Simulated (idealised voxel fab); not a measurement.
process module | voxel fin reveal
cross-section cut | 275 nm wide | cells 5 nm
A cross-section is a grid of square cells, given in bands from the top down. A band is one or more rows of cells.
Each band's line starts with the height of the band's top and of its bottom, in nm. Then come its materials from left to right, each with its width in nm. One material with "throughout" fills the band from edge to edge. "air" is empty space.
Height 0 is the level under which the wafer as received is all one material. The lowest band goes on downwards, as in "0 down".
A width such as "30 to 40" changes by the same amount from each row of cells to the next, from the band's top row to its bottom row.
"no change" after a step means that no cell of the cross-section changed.
closed voids: empty space of 8 cells or more with no open way to the top, each as width x height at its distance from the left edge, in nm
after a step's settings: what the simulator itself notes on the step
overlay nm, on a step with a mask: how far to the right of its planned place the mask lay; to the left if negative
plan
1 op RECEIVE | material Si
2 op CONFORMAL_DEP | material SiN | thk nm 5
3 op MASKED_ETCH | tone cover | mask id FINS | width nm 15 | pitch nm 40 | etch materials SiN | depth nm 5 | overlay nm 0
4 op MASKED_ETCH | tone cover | mask id FINS | width nm 15 | pitch nm 40 | etch materials Si | depth nm 35 | overlay nm 0
5 op FILL_DEP | material SiO2 | thk nm 10
6 op CMP | height nm 5
7 op SELECTIVE_ETCH | etch materials SiO2 | depth nm 25
8 op STRIP | etch materials SiN
9 op CONFORMAL_DEP | material HfO2 | thk nm 5
first wafer, as planned
as received, after step 1
  0 down: Si throughout
  closed voids: none
after step 2
  5 to 0: SiN throughout
  below 0: unchanged
after step 3
  5 to 0: air 110 | SiN 15 | air 25 | SiN 15 | air 110
  below 0: unchanged
after step 4
  5 to 0: air 110 | SiN 15 | air 25 | SiN 15 | air 110
  0 to -35: air 110 | Si 15 | air 25 | Si 15 | air 110
  below -35: unchanged
after step 5
  15 to 5: SiO2 throughout
  5 to 0: SiO2 110 | SiN 15 | SiO2 25 | SiN 15 | SiO2 110
  0 to -35: SiO2 110 | Si 15 | SiO2 25 | Si 15 | SiO2 110
  below -35: unchanged
after step 6
  5 to 0: SiO2 110 | SiN 15 | SiO2 25 | SiN 15 | SiO2 110
  below 0: unchanged
after step 7
  5 to 0: air 110 | SiN 15 | air 25 | SiN 15 | air 110
  0 to -20: air 110 | Si 15 | air 25 | Si 15 | air 110
  below -20: unchanged
after step 8
  0 to -20: air 110 | Si 15 | air 25 | Si 15 | air 110
  below -20: unchanged
after step 9
  5 to 0: air 105 | HfO2 25 | air 15 | HfO2 25 | air 105
  0 to -15: air 105 | HfO2 5 | Si 15 | HfO2 5 | air 15 | HfO2 5 | Si 15 | HfO2 5 | air 105
  -15 to -20: HfO2 110 | Si 15 | HfO2 25 | Si 15 | HfO2 110
  below -20: unchanged
second wafer: like start, like plan, one mistake. Through step 6 it matches the first wafer
when step 7 should have ended
  5 to 0: SiO2 110 | air 15 | SiO2 25 | air 15 | SiO2 110
  below 0: unchanged
when step 8 should have ended
  0 to -20: air 110 | Si 15 | air 25 | Si 15 | air 110
  -20 to -25: SiO2 85 | air 25 | Si 15 | air 25 | Si 15 | air 25 | SiO2 85
  below -25: unchanged
when step 9 should have ended
  5 to 0: air 105 | HfO2 25 | air 15 | HfO2 25 | air 105
  0 to -15: air 105 | HfO2 5 | Si 15 | HfO2 5 | air 15 | HfO2 5 | Si 15 | HfO2 5 | air 105
  -15 to -20: HfO2 90 | air 15 | HfO2 5 | Si 15 | HfO2 5 | air 15 | HfO2 5 | Si 15 | HfO2 5 | air 15 | HfO2 90
  -20 to -25: SiO2 85 | HfO2 25 | Si 15 | HfO2 25 | Si 15 | HfO2 25 | SiO2 85
  below -25: unchanged
what went wrong: steps 7 and 8 were swapped
at the end the second wafer has, in cells: 6 more of HfO2 | 15 fewer of SiO2
